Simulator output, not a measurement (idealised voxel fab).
process module | voxel spacer lines
cross-section cut | 165 nm wide | cells 5 nm
A cross-section is a grid of square cells, given in bands from the top down. A band is one or more rows of cells.
Each band's line starts with the height of the band's top and of its bottom, in nm. Then come its materials from left to right, each with its width in nm. One material with "throughout" fills the band from edge to edge. "air" is empty space.
Height 0 is the level under which the wafer as received is all one material. The lowest band goes on downwards, as in "0 down".
A width such as "30 to 40" changes by the same amount from each row of cells to the next, from the band's top row to its bottom row.
"no change" after a step means that no cell of the cross-section changed.
closed voids: empty space of 8 cells or more with no open way to the top, each as width x height at its distance from the left edge, in nm
after a step's settings: what the simulator itself notes on the step
overlay nm, on a step with a mask: how far to the right of its planned place the mask lay; to the left if negative
plan
1 op RECEIVE | material Si
2 op CONFORMAL_DEP | material Al2O3 | thk nm 5
3 op DIRECTIONAL_DEP | material polySi | thk nm 20
4 op DIRECTIONAL_DEP | material aC | thk nm 25
5 op PATTERN | tone cover | mask id MANDREL | material resist | width nm 20 | pitch nm 70 | thk nm 35 | overlay nm 0
6 op DIRECTIONAL_ETCH | etch materials aC | depth nm 25
7 op STRIP | etch materials resist
8 op CONFORMAL_DEP | material SiO2 | thk nm 15
9 op DIRECTIONAL_ETCH | etch materials SiO2 | depth nm 15
10 op STRIP | etch materials aC
11 op DIRECTIONAL_ETCH | etch materials polySi | depth nm 20
12 op STRIP | etch materials SiO2
as received, after step 1
  0 down: Si throughout
  closed voids: none
first wafer at the end, as planned
  25 to 5: air 20 | polySi 15 | air 20 | polySi 15 | air 20 | polySi 15 | air 20 | polySi 15 | air 25
  5 to 0: Al2O3 throughout
  0 down: Si throughout
  closed voids: none
second wafer at the end: like start, like plan, one mistake
  15 to 5: air 20 | polySi 15 | air 20 | polySi 15 | air 20 | polySi 15 | air 20 | polySi 15 | air 25
  5 to 0: Al2O3 throughout
  0 down: Si throughout
  closed voids: none
what went wrong: step 3 ran as: op DIRECTIONAL_DEP | material polySi | thk nm 10
at the end the second wafer has, in cells: 24 fewer of polySi
